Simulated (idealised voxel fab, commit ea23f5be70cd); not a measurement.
This section sets out a process module, namely voxel capacitor over wiring.
Cross-sectional view cut (width: 170 nm; square cell size: 5 nm).
Cross-section, as written here: a square-cell grid given band by band from the top down, where a band holds one or more rows of cells.
The entry gives the band's vertical extent as a top height and a bottom height in nm, then its horizontal make-up as materials from left to right, each with a width in nm. "blank" stands for empty space; a single material marked "edge to edge" fills the band edge to edge.
Note: height 0 marks the level under which the wafer is uniformly one material as received. Lowest band unbounded below, written "0 and below".
A two-number width, for instance "30 to 40", indicates that the width is equal to the first number in the top row of the band and to the second number in the bottom row, and that it changes by a constant amount per row of cells.
"nothing got changed", as given for a step, is the statement that not any cell of the cross-section underwent a change during that step.
The list in "Voids, sealed" covers empty spaces of 8 cells or more that cannot reach the top through any open way, and it gives each as width x height at distance; the distance is from the left edge, and width, height and distance are in nm.
On a step's line, text after the settings is the simulator commenting on that step.
"overlay nm" denotes, for a step that has a mask, the displacement of the mask to the right of its planned place, with negative values corresponding to the left.

List of planned process steps
1. RECEIVE [material Si]
2. CONFORMAL_DEP [material SiO2] [thk nm 10]
3. DIRECTIONAL_DEP [material TiN] [thk nm 5]
4. DIRECTIONAL_DEP [material Ru] [thk nm 15]
5. DIRECTIONAL_DEP [material aC] [thk nm 15]
6. PATTERN [tone cover] [mask id METAL_1] [material resist] [width nm 20] [pitch nm 80] [thk nm 35] [overlay nm 0]
7. DIRECTIONAL_ETCH [etch materials aC] [depth nm 15]
8. STRIP [etch materials resist]
9. DIRECTIONAL_ETCH [etch materials Ru] [depth nm 15]
10. DIRECTIONAL_ETCH [etch materials TiN] [depth nm 5]
11. STRIP [etch materials aC]
12. FILL_DEP [material SiO2] [thk nm 10]
13. CMP [height nm 30]
14. CONFORMAL_DEP [material SiCN] [thk nm 5]
15. DIRECTIONAL_DEP [material lowk] [thk nm 15]
16. DIRECTIONAL_DEP [material aC] [thk nm 15]
17. PATTERN [tone open] [mask id PLUG_1] [material resist] [width nm 15] [thk nm 30] [overlay nm 0]
18. DIRECTIONAL_ETCH [etch materials aC] [depth nm 15]
19. STRIP [etch materials resist]
20. DIRECTIONAL_ETCH [etch materials lowk] [depth nm 15]
21. DIRECTIONAL_ETCH [etch materials SiCN] [depth nm 5]
22. STRIP [etch materials aC]
23. CONFORMAL_DEP [material TiN] [thk nm 5]
24. FILL_DEP [material W] [thk nm 5]
25. CMP [height nm 50]
26. DIRECTIONAL_DEP [material TiN] [thk nm 10]
27. DIRECTIONAL_DEP [material SiN] [thk nm 5]
28. DIRECTIONAL_DEP [material TiN] [thk nm 10]
29. MASKED_ETCH [tone cover] [mask id UPPER_PLATE] [width nm 65] [etch materials TiN] [depth nm 10] [overlay nm 0]
30. MASKED_ETCH [tone cover] [mask id UPPER_PLATE] [width nm 65] [etch materials SiN] [depth nm 5] [overlay nm 0]
31. PATTERN [tone cover] [mask id LOWER_PLATE] [material resist] [width nm 75] [thk nm 20] [overlay nm 0]
32. DIRECTIONAL_ETCH [etch materials TiN] [depth nm 10]
33. STRIP [etch materials resist]
34. FILL_DEP [material SiO2] [thk nm 15]
35. CMP [height nm 85]
36. DIRECTIONAL_DEP [material aC] [thk nm 15]
37. PATTERN [tone open] [mask id PLUG_2] [material resist] [width nm 15] [thk nm 30] [overlay nm 0]
38. DIRECTIONAL_ETCH [etch materials aC] [depth nm 15]
39. STRIP [etch materials resist]
40. DIRECTIONAL_ETCH [etch materials SiO2] [depth nm 10]
41. STRIP [etch materials aC]
42. CONFORMAL_DEP [material TiN] [thk nm 5]
43. FILL_DEP [material Cu] [thk nm 5]
44. CMP [height nm 85]
45. CONFORMAL_DEP [material SiN] [thk nm 5]

This is the cross-section of the wafer as we received it, i.e. after step 1
    0 and below: Si edge to edge
    Voids, sealed: none

What the wafer looks like in cross-section after this module, when it starts as shown above and follows the plan above but one mistake is made in running it
    90 down to 85: SiN edge to edge
    85 down to 80: SiO2 (50)  TiN (5)  Cu (5)  TiN (5)  SiO2 (105)
    80 down to 75: SiO2 (50)  TiN (15)  SiO2 (105)
    75 down to 65: SiO2 (40)  TiN (65)  SiO2 (65)
    65 down to 60: SiO2 (40)  SiN (65)  SiO2 (65)
    60 down to 50: SiO2 (35)  TiN (75)  SiO2 (60)
    50 down to 35: lowk (40)  TiN (5)  SiN (5)  TiN (5)  lowk (115)
    35 down to 30: SiCN (40)  TiN (15)  SiCN (115)
    30 down to 15: SiO2 (35)  Ru (20)  SiO2 (60)  Ru (20)  SiO2 (35)
    15 down to 10: SiO2 (35)  TiN (20)  SiO2 (60)  TiN (20)  SiO2 (35)
    10 down to 0: SiO2 edge to edge
    0 and below: Si edge to edge
    Voids, sealed: none
Run error: for step 24, the planned setting was not used; the step was instead run as FILL_DEP [material SiN] [thk nm 5]
